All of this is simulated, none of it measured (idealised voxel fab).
Process module under the name voxel wiring stack
It is cross-section cut that appears here, measuring 235 nm in width, its square cells being 5 nm in size.
Bands, listed from the top down, are how a cross-section gets written in this document; the cross-section itself is a grid of square cells, and a band is one or more rows of them. Quick guide to a band line: top height, bottom height (nm) up front; then every material left to right with its width in nm. Only one material and it's marked "full width"? Then it fills the band edge to edge. And "empty" just means empty space. Heights are measured from 0, the level below which the as-received wafer is all one material; the lowest band has no bottom and continues downward, written as in "0 -> down". Width spec "30..40" -> top row of cells at first value, bottom row at second value, equal per-row change in between. When a step is marked "all unchanged", none of the cells in the cross-section changed during that step. Look at "Completely sealed voids" for the closed voids: empty spaces with no open path to the top, sized 8 cells or up. Each is width x height at distance, distance from the left edge, all nm. Step line, after settings: the simulator's comment on this step. You can add "overlay nm" to a step's line. For a step with a mask, it describes how far the mask lay to the right of its planned position, and a negative number describes a lay to the left.

THE PLANNED PROCESS STEPS ARE ENUMERATED HEREUNDER
1) RECEIVE, material Si
2) CONFORMAL_DEP, material SiO2, thk nm 10
3) DIRECTIONAL_DEP, material TiN, thk nm 5
4) DIRECTIONAL_DEP, material W, thk nm 15
5) PATTERN, tone cover, mask id METAL_1, material resist, width nm 25, pitch nm 45, thk nm 20, overlay nm 0
6) DIRECTIONAL_ETCH, etch materials W, depth nm 15
7) DIRECTIONAL_ETCH, etch materials TiN, depth nm 5
8) STRIP, etch materials resist
9) CONFORMAL_DEP, material SiCN, thk nm 5
10) FILL_DEP, material SiO2, thk nm 5
11) CMP, height nm 30
12) CONFORMAL_DEP, material SiCN, thk nm 5
13) DIRECTIONAL_DEP, material lowk, thk nm 15
14) PATTERN, tone open, mask id PLUG_1, material resist, width nm 15, thk nm 20, overlay nm 0
15) DIRECTIONAL_ETCH, etch materials lowk, depth nm 15
16) DIRECTIONAL_ETCH, etch materials SiCN, depth nm 5
17) STRIP, etch materials resist
18) EPI, material Ru, thk nm 10
19) EPI, material Ru, thk nm 10
20) CONFORMAL_DEP, material SiN, thk nm 5
21) DIRECTIONAL_DEP, material SiO2, thk nm 25
22) PATTERN, tone open, mask id METAL_2, material resist, width nm 25, pitch nm 45, thk nm 20, overlay nm 0
23) DIRECTIONAL_ETCH, etch materials SiO2, depth nm 25
24) DIRECTIONAL_ETCH, etch materials SiN, depth nm 5
25) STRIP, etch materials resist
26) CONFORMAL_DEP, material TiN, thk nm 5
27) FILL_DEP, material Cu, thk nm 10
28) CMP, height nm 80
29) CONFORMAL_DEP, material SiCN, thk nm 5
30) DIRECTIONAL_DEP, material lowk, thk nm 10
31) PATTERN, tone open, mask id PLUG_2, material resist, width nm 15, pitch nm 45, thk nm 20, overlay nm 0
32) DIRECTIONAL_ETCH, etch materials lowk, depth nm 10
33) DIRECTIONAL_ETCH, etch materials SiCN, depth nm 5
34) STRIP, etch materials resist
35) EPI, material Ru, thk nm 10
36) EPI, material Ru, thk nm 5
37) DIRECTIONAL_DEP, material TiN, thk nm 5
38) DIRECTIONAL_DEP, material Ru, thk nm 15
39) DIRECTIONAL_DEP, material aC, thk nm 10
40) PATTERN, tone cover, mask id METAL_3, material resist, width nm 25, pitch nm 45, thk nm 25, overlay nm 0
41) DIRECTIONAL_ETCH, etch materials aC, depth nm 10
42) STRIP, etch materials resist
43) DIRECTIONAL_ETCH, etch materials Ru, depth nm 15
44) DIRECTIONAL_ETCH, etch materials TiN, depth nm 5
45) STRIP, etch materials aC
46) CONFORMAL_DEP, material SiN, thk nm 5
47) FILL_DEP, material lowk, thk nm 10
48) CMP, height nm 115
49) CONFORMAL_DEP, material SiCN, thk nm 5
50) DIRECTIONAL_DEP, material SiO2, thk nm 25
51) DIRECTIONAL_DEP, material aC, thk nm 10
52) PATTERN, tone open, mask id METAL_4_HOLES, material resist, width nm 15, pitch nm 45, thk nm 25, overlay nm 0
53) DIRECTIONAL_ETCH, etch materials aC, depth nm 10
54) STRIP, etch materials resist
55) DIRECTIONAL_ETCH, etch materials SiO2, depth nm 25
56) STRIP, etch materials aC
57) MASKED_ETCH, tone open, mask id METAL_4, width nm 25, pitch nm 45, etch materials SiO2, depth nm 15, overlay nm 0
58) MASKED_ETCH, tone open, mask id METAL_4, width nm 25, pitch nm 45, etch materials SiCN, depth nm 5, overlay nm 0
59) CONFORMAL_DEP, material TiN, thk nm 5
60) FILL_DEP, material Cu, thk nm 5
61) CMP, height nm 145
62) CONFORMAL_DEP, material SiN, thk nm 5

HERE'S WHAT THE WAFER LOOKED LIKE IN CROSS-SECTION WHEN IT ARRIVED - THAT'S AFTER STEP 1
* 0 -> down | Si full width
* Completely sealed voids: none

RUN AS PLANNED - FIRST OF THE TWO WAFERS CROSS-SECTIONED AT THE END OF THE MODULE
* 150 -> 145 | SiN full width
* 145 -> 135 | SiO2 80 nm, TiN 5 nm, Cu 15 nm, TiN 5 nm, SiO2 20 nm, TiN 5 nm, Cu 15 nm, TiN 5 nm, SiO2 85 nm
* 135 -> 130 | SiO2 80 nm, TiN 5 nm, Cu 5 nm, TiN 15 nm, SiO2 20 nm, TiN 5 nm, Cu 5 nm, TiN 15 nm, SiO2 85 nm
* 130 -> 120 | SiO2 80 nm, TiN 5 nm, Cu 5 nm, TiN 5 nm, SiO2 30 nm, TiN 5 nm, Cu 5 nm, TiN 5 nm, SiO2 95 nm
* 120 -> 115 | SiCN 80 nm, TiN 15 nm, SiCN 30 nm, TiN 15 nm, SiCN 95 nm
* 115 -> 100 | lowk 75 nm, SiN 5 nm, Ru 25 nm, SiN 5 nm, lowk 10 nm, SiN 5 nm, Ru 25 nm, SiN 5 nm, lowk 80 nm
* 100 -> 95 | SiN 80 nm, TiN 25 nm, SiN 20 nm, TiN 25 nm, SiN 85 nm
* 95 -> 85 | lowk 80 nm, Ru 15 nm, lowk 30 nm, Ru 15 nm, lowk 95 nm
* 85 -> 80 | SiCN 80 nm, Ru 15 nm, SiCN 30 nm, Ru 15 nm, SiCN 95 nm
* 80 -> 55 | SiO2 80 nm, TiN 5 nm, Cu 15 nm, TiN 5 nm, SiO2 20 nm, TiN 5 nm, Cu 15 nm, TiN 5 nm, SiO2 85 nm
* 55 -> 50 | SiN 80 nm, TiN 25 nm, SiN 20 nm, TiN 25 nm, SiN 85 nm
* 50 -> 35 | lowk 80 nm, Ru 15 nm, lowk 140 nm
* 35 -> 30 | SiCN 80 nm, Ru 15 nm, SiCN 140 nm
* 30 -> 15 | SiO2 75 nm, SiCN 5 nm, W 25 nm, SiCN 5 nm, SiO2 10 nm, SiCN 5 nm, W 25 nm, SiCN 5 nm, SiO2 80 nm
* 15 -> 10 | SiCN 80 nm, TiN 25 nm, SiCN 20 nm, TiN 25 nm, SiCN 85 nm
* 10 -> 0 | SiO2 full width
* 0 -> down | Si full width
* Completely sealed voids: none

END-OF-MODULE CROSS-SECTION OF THE SECOND WAFER: IDENTICAL STARTING POINT AND PROCESS PLAN TO THE FIRST, WITH ONE PROCESSING MISTAKE
* 150 -> 145 | SiN full width
* 145 -> 135 | SiO2 80 nm, TiN 5 nm, Cu 15 nm, TiN 5 nm, SiO2 20 nm, TiN 5 nm, Cu 15 nm, TiN 5 nm, SiO2 85 nm
* 135 -> 130 | SiO2 80 nm, TiN 5 nm, Cu 5 nm, TiN 15 nm, SiO2 20 nm, TiN 5 nm, Cu 5 nm, TiN 15 nm, SiO2 85 nm
* 130 -> 120 | SiO2 80 nm, TiN 5 nm, Cu 5 nm, TiN 5 nm, SiO2 30 nm, TiN 5 nm, Cu 5 nm, TiN 5 nm, SiO2 95 nm
* 120 -> 115 | SiCN 80 nm, TiN 15 nm, SiCN 30 nm, TiN 15 nm, SiCN 95 nm
* 115 -> 110 | SiN 80 nm, TiN 25 nm, SiN 20 nm, TiN 25 nm, SiN 85 nm
* 110 -> 95 | Ru full width
* 95 -> 85 | lowk 80 nm, Ru 15 nm, lowk 30 nm, Ru 15 nm, lowk 95 nm
* 85 -> 80 | SiCN 80 nm, Ru 15 nm, SiCN 30 nm, Ru 15 nm, SiCN 95 nm
* 80 -> 55 | SiO2 80 nm, TiN 5 nm, Cu 15 nm, TiN 5 nm, SiO2 20 nm, TiN 5 nm, Cu 15 nm, TiN 5 nm, SiO2 85 nm
* 55 -> 50 | SiN 80 nm, TiN 25 nm, SiN 20 nm, TiN 25 nm, SiN 85 nm
* 50 -> 35 | lowk 80 nm, Ru 15 nm, lowk 140 nm
* 35 -> 30 | SiCN 80 nm, Ru 15 nm, SiCN 140 nm
* 30 -> 15 | SiO2 75 nm, SiCN 5 nm, W 25 nm, SiCN 5 nm, SiO2 10 nm, SiCN 5 nm, W 25 nm, SiCN 5 nm, SiO2 80 nm
* 15 -> 10 | SiCN 80 nm, TiN 25 nm, SiCN 20 nm, TiN 25 nm, SiCN 85 nm
* 10 -> 0 | SiO2 full width
* 0 -> down | Si full width
* Completely sealed voids: none
What was done differently from what was planned? it was found that steps 37 and 38 of the process plan had been performed in exchanged positions
Final wafer comparison in cells, second versus first, more or fewer per material: 111 more of Ru | 12 fewer of SiN | 99 fewer of lowk
